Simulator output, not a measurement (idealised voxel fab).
process module | voxel tone inversion
cross-section cut | 255 nm wide | cells 5 nm
A cross-section is a grid of square cells, given in bands from the top down. A band is one or more rows of cells.
Each band's line starts with the height of the band's top and of its bottom, in nm. Then come its materials from left to right, each with its width in nm. One material with "throughout" fills the band from edge to edge. "air" is empty space.
Height 0 is the level under which the wafer as received is all one material. The lowest band goes on downwards, as in "0 down".
A width such as "30 to 40" changes by the same amount from each row of cells to the next, from the band's top row to its bottom row.
"no change" after a step means that no cell of the cross-section changed.
closed voids: empty space of 8 cells or more with no open way to the top, each as width x height at its distance from the left edge, in nm
after a step's settings: what the simulator itself notes on the step
overlay nm, on a step with a mask: how far to the right of its planned place the mask lay; to the left if negative
plan
1 op RECEIVE | material Si
2 op CONFORMAL_DEP | material SiN | thk nm 5
3 op DIRECTIONAL_DEP | material polySi | thk nm 15
4 op PATTERN | tone cover | mask id POSTS | material resist | width nm 25 | pitch nm 40 | thk nm 25 | overlay nm 0
5 op DIRECTIONAL_ETCH | etch materials polySi | depth nm 15
6 op STRIP | etch materials resist
7 op FILL_DEP | material lowk | thk nm 5
8 op CMP | height nm 20
9 op STRIP | etch materials polySi
10 op CONFORMAL_DEP | material TiN | thk nm 5
11 op FILL_DEP | material Cu | thk nm 10
12 op CMP | height nm 20
13 op CONFORMAL_DEP | material SiN | thk nm 5
first wafer, as planned
as received, after step 1
  0 down: Si throughout
  closed voids: none
after step 2
  5 to 0: SiN throughout
  below 0: unchanged
after step 3
  20 to 5: polySi throughout
  below 5: unchanged
after step 4
  45 to 20: air 95 | resist 25 | air 15 | resist 25 | air 95
  below 20: unchanged
after step 5
  45 to 20: air 95 | resist 25 | air 15 | resist 25 | air 95
  20 to 5: air 95 | polySi 25 | air 15 | polySi 25 | air 95
  below 5: unchanged
after step 6
  20 to 5: air 95 | polySi 25 | air 15 | polySi 25 | air 95
  below 5: unchanged
after step 7
  25 to 20: lowk throughout
  20 to 5: lowk 95 | polySi 25 | lowk 15 | polySi 25 | lowk 95
  below 5: unchanged
after step 8
  20 to 5: lowk 95 | polySi 25 | lowk 15 | polySi 25 | lowk 95
  below 5: unchanged
after step 9
  20 to 5: lowk 95 | air 25 | lowk 15 | air 25 | lowk 95
  below 5: unchanged
after step 10
  25 to 20: TiN 100 | air 15 | TiN 25 | air 15 | TiN 100
  20 to 10: lowk 95 | TiN 5 | air 15 | TiN 5 | lowk 15 | TiN 5 | air 15 | TiN 5 | lowk 95
  10 to 5: lowk 95 | TiN 25 | lowk 15 | TiN 25 | lowk 95
  below 5: unchanged
after step 11
  35 to 25: Cu throughout
  25 to 20: TiN 100 | Cu 15 | TiN 25 | Cu 15 | TiN 100
  20 to 10: lowk 95 | TiN 5 | Cu 15 | TiN 5 | lowk 15 | TiN 5 | Cu 15 | TiN 5 | lowk 95
  below 10: unchanged
after step 12
  20 to 10: lowk 95 | TiN 5 | Cu 15 | TiN 5 | lowk 15 | TiN 5 | Cu 15 | TiN 5 | lowk 95
  below 10: unchanged
after step 13
  25 to 20: SiN throughout
  below 20: unchanged
second wafer: like start, like plan, one mistake. Through step 6 it matches the first wafer
when step 7 should have ended
  25 to 20: TiN throughout
  20 to 5: TiN 95 | polySi 25 | TiN 15 | polySi 25 | TiN 95
  below 5: unchanged
when step 8 should have ended
  20 to 5: TiN 95 | polySi 25 | TiN 15 | polySi 25 | TiN 95
  below 5: unchanged
when step 9 should have ended
  20 to 5: TiN 95 | air 25 | TiN 15 | air 25 | TiN 95
  below 5: unchanged
when step 10 should have ended
  25 to 10: TiN 100 | air 15 | TiN 25 | air 15 | TiN 100
  10 to 5: TiN throughout
  below 5: unchanged
when step 11 should have ended
  35 to 25: Cu throughout
  25 to 10: TiN 100 | Cu 15 | TiN 25 | Cu 15 | TiN 100
  below 10: unchanged
when step 12 should have ended
  20 to 10: TiN 100 | Cu 15 | TiN 25 | Cu 15 | TiN 100
  below 10: unchanged
when step 13 should have ended
  25 to 20: SiN throughout
  below 20: unchanged
what went wrong: step 7 ran as: op FILL_DEP | material TiN | thk nm 5
at the end the second wafer has, in cells: 123 more of TiN | 123 fewer of lowk
